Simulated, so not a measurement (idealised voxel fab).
Process module, titled voxel lift off
The cross-section on display is named cut; it measures 150 nm wide, and its cells are 5 nm squares.
Just so we're on the same page, the cross-sections are grids of square cells, and they're listed out in bands top to bottom, each band one or more rows deep. Within each band entry, the heights of the top and of the bottom of the band appear first, in that order and in nm; the materials of the band then follow from left to right, each with its corresponding width in nm. The designation "edge to edge" on a single material indicates that it fills the band from edge to edge; the designation "empty" indicates empty space. Below 0: as-received wafer, all one material; heights counted from there. Lowest band: no bottom, goes on down, written "0 -> down". When a width is written as two numbers, as in "30 to 40", the first number is the width in the top row of cells of the band and the second is the width in its bottom row, and the width changes by the same amount from each row to the next. Reading "nothing different" for a step: not a cell of the cross-section changed in it. Any empty space of 8 cells or more lacking an open way to the top shows up in "Enclosed void list" as width x height at distance, distance from the left edge, in nm. If you see something after the settings on a step's line, that's the simulator's own remark about that step. overlay nm: where the mask lay relative to plan, measured to the right, on steps with a mask; negatives go left.
LIST OF PLANNED PROCESS STEPS
1: RECEIVE (material Si)
2: CONFORMAL_DEP (material SiO2; thk nm 15)
3: PATTERN (tone open; mask id LINES; material resist; width nm 25; pitch nm 45; thk nm 20; overlay nm 0)
4: DIRECTIONAL_DEP (material Ru; thk nm 5)
5: STRIP (etch materials resist)
6: CONFORMAL_DEP (material SiN; thk nm 5)
FIRST WAFER OF TWO (RUN AS PLANNED)
INCOMING WAFER, CROSS-SECTIONAL VIEW, POST STEP 1
	0 -> down = Si edge to edge
	Enclosed void list: none
STEP 2 DONE - WAFER CROSS-SECTION
	15 -> 0 = SiO2 edge to edge
	Below 0 it's all the same as before, nothing changed down there.
STEP 3 DONE - WAFER CROSS-SECTION
	35 -> 15 = resist 40 nm; empty 25 nm; resist 20 nm; empty 25 nm; resist 40 nm
	Below 15 it's all the same as before, nothing changed down there.
STEP 4 DONE - WAFER CROSS-SECTION
	40 -> 35 = Ru 40 nm; empty 25 nm; Ru 20 nm; empty 25 nm; Ru 40 nm
	35 -> 20 = resist 40 nm; empty 25 nm; resist 20 nm; empty 25 nm; resist 40 nm
	20 -> 15 = resist 40 nm; Ru 25 nm; resist 20 nm; Ru 25 nm; resist 40 nm
	Below 15 it's all the same as before, nothing changed down there.
STEP 5 DONE - WAFER CROSS-SECTION
	20 -> 15 = empty 40 nm; Ru 25 nm; empty 20 nm; Ru 25 nm; empty 40 nm
	Below 15 it's all the same as before, nothing changed down there.
STEP 6 DONE - WAFER CROSS-SECTION
	25 -> 20 = empty 35 nm; SiN 35 nm; empty 10 nm; SiN 35 nm; empty 35 nm
	20 -> 15 = SiN 40 nm; Ru 25 nm; SiN 20 nm; Ru 25 nm; SiN 40 nm
	Below 15 it's all the same as before, nothing changed down there.
WHAT FOLLOWS CONCERNS THE SECOND WAFER, WHICH STARTED OUT LIKE THE FIRST AND WAS MEANT TO FOLLOW THE VERY SAME PLAN; ONE MISTAKE CREPT IN WHEN IT WAS RUN, BUT EVERYTHING UP TO AND INCLUDING STEP 3 IS THE SAME AS FOR THE FIRST WAFER
Cross-section of the second wafer at the time step 4 of the plan should have ended: nothing different
CROSS-SECTION OF THE SECOND WAFER AT THE TIME STEP 5 OF THE PLAN SHOULD HAVE ENDED
	15 -> 0 = SiO2 edge to edge
	Below 0 it's all the same as before, nothing changed down there.
CROSS-SECTION OF THE SECOND WAFER AT THE TIME STEP 6 OF THE PLAN SHOULD HAVE ENDED
	20 -> 15 = SiN edge to edge
	Below 15 it's all the same as before, nothing changed down there.
Processing error: the plan's step 4 was left out and never carried out
Cell-count delta at end, second wafer over first, by material: Ru: 10 fewer | SiN: 4 fewer
